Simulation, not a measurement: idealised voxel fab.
The following process module bears the name voxel plated lines.
The width of the displayed cross-section, cut, is 285 nm; its cells are square, with a size of 5 nm.
Each cross-section below is a grid of square cells, stated as bands in top-down order, with one or more rows of cells making up each band. Quick guide to a band line: top height, bottom height (nm) up front; then every material left to right with its width in nm. Only one material and it's marked "edge to edge"? Then it fills the band edge to edge. And "air" just means empty space. Counting heights begins at 0, where everything beneath is, in the wafer as received, one material. The lowest band has no bottom; it goes on downwards, as "0 nm and below" shows. The expression "30..40" gives the width at the extremes of the band, the first number at its top row of cells and the second at its bottom row, with the width changing by equal amounts from each row to the next in between. No cell of the cross-section changed in a step that is given as "no change occurred". The entry "Sealed voids" lists the empty spaces that cover at least 8 cells and have no open path to the top. Each is written as width x height at distance, where the distance is measured from the left edge and all three values are in nm. Heads up: the bit after the settings on a step's line is the simulator's remark on that step. For masked steps, "overlay nm" on the step line gives how far right of plan the mask actually lay; a minus sign means it lay to the left.
### Planned step list for the process
1) RECEIVE [material Si]
2) CONFORMAL_DEP [material Al2O3] [thk nm 5]
3) DIRECTIONAL_DEP [material TiN] [thk nm 5]
4) PATTERN [tone open] [mask id LINES] [material resist] [width nm 25] [pitch nm 55] [thk nm 25] [overlay nm 0]
5) EPI [material Ru] [thk nm 10]
6) EPI [material Ru] [thk nm 10]
7) STRIP [etch materials resist]
8) DIRECTIONAL_ETCH [etch materials TiN] [depth nm 5]
9) CONFORMAL_DEP [material SiCN] [thk nm 10]
### First out of two wafers; run went to plan
### As received (post step 1): cross-section
0 nm and below | Si edge to edge
Sealed voids: none
### Cross-section: wafer state after step 2
5 nm to 0 nm | Al2O3 edge to edge
At heights below 0, the structure remains unaltered.
### Cross-section: wafer state after step 3
10 nm to 5 nm | TiN edge to edge
At heights below 5, the structure remains unaltered.
### Cross-section: wafer state after step 4
35 nm to 10 nm | 100 resist / 25 air / 30 resist / 25 air / 105 resist
At heights below 10, the structure remains unaltered.
### Cross-section: wafer state after step 5
35 nm to 20 nm | 100 resist / 25 air / 30 resist / 25 air / 105 resist
20 nm to 10 nm | 100 resist / 25 Ru / 30 resist / 25 Ru / 105 resist
At heights below 10, the structure remains unaltered.
### Cross-section: wafer state after step 6
35 nm to 30 nm | 100 resist / 25 air / 30 resist / 25 air / 105 resist
30 nm to 10 nm | 100 resist / 25 Ru / 30 resist / 25 Ru / 105 resist
At heights below 10, the structure remains unaltered.
### Cross-section: wafer state after step 7
30 nm to 10 nm | 100 air / 25 Ru / 30 air / 25 Ru / 105 air
At heights below 10, the structure remains unaltered.
### Cross-section: wafer state after step 8
30 nm to 10 nm | 100 air / 25 Ru / 30 air / 25 Ru / 105 air
10 nm to 5 nm | 100 air / 25 TiN / 30 air / 25 TiN / 105 air
At heights below 5, the structure remains unaltered.
### Cross-section: wafer state after step 9
40 nm to 30 nm | 90 air / 45 SiCN / 10 air / 45 SiCN / 95 air
30 nm to 15 nm | 90 air / 10 SiCN / 25 Ru / 10 SiCN / 10 air / 10 SiCN / 25 Ru / 10 SiCN / 95 air
15 nm to 10 nm | 100 SiCN / 25 Ru / 30 SiCN / 25 Ru / 105 SiCN
10 nm to 5 nm | 100 SiCN / 25 TiN / 30 SiCN / 25 TiN / 105 SiCN
At heights below 5, the structure remains unaltered.
### Wafer two of two - same starting point, same process plan, one mistake in execution; matches wafer one up to and including step 3
### Second wafer, section view, time point: scheduled end of step 4
35 nm to 10 nm | 100 air / 25 resist / 30 air / 25 resist / 105 air
At heights below 10, the structure remains unaltered.
### Second wafer, section view, time point: scheduled end of step 5
35 nm to 20 nm | 100 air / 25 resist / 30 air / 25 resist / 105 air
20 nm to 10 nm | 100 Ru / 25 resist / 30 Ru / 25 resist / 105 Ru
At heights below 10, the structure remains unaltered.
### Second wafer, section view, time point: scheduled end of step 6
35 nm to 30 nm | 100 air / 25 resist / 30 air / 25 resist / 105 air
30 nm to 10 nm | 100 Ru / 25 resist / 30 Ru / 25 resist / 105 Ru
At heights below 10, the structure remains unaltered.
### Second wafer, section view, time point: scheduled end of step 7
30 nm to 10 nm | 100 Ru / 25 air / 30 Ru / 25 air / 105 Ru
At heights below 10, the structure remains unaltered.
### Second wafer, section view, time point: scheduled end of step 8
30 nm to 10 nm | 100 Ru / 25 air / 30 Ru / 25 air / 105 Ru
10 nm to 5 nm | 100 TiN / 25 air / 30 TiN / 25 air / 105 TiN
At heights below 5, the structure remains unaltered.
### Second wafer, section view, time point: scheduled end of step 9
40 nm to 30 nm | 110 SiCN / 5 air / 50 SiCN / 5 air / 115 SiCN
30 nm to 15 nm | 100 Ru / 10 SiCN / 5 air / 10 SiCN / 30 Ru / 10 SiCN / 5 air / 10 SiCN / 105 Ru
15 nm to 10 nm | 100 Ru / 25 SiCN / 30 Ru / 25 SiCN / 105 Ru
10 nm to 5 nm | 100 TiN / 25 SiCN / 30 TiN / 25 SiCN / 105 TiN
At heights below 5, the structure remains unaltered.
Diagnosis: not per plan at step 4, really ran PATTERN [tone cover] [mask id LINES] [material resist] [width nm 25] [pitch nm 55] [thk nm 25] [overlay nm 0]
Final cells, second wafer relative to first, materials higher or lower: Ru: 148 more, TiN: 37 more
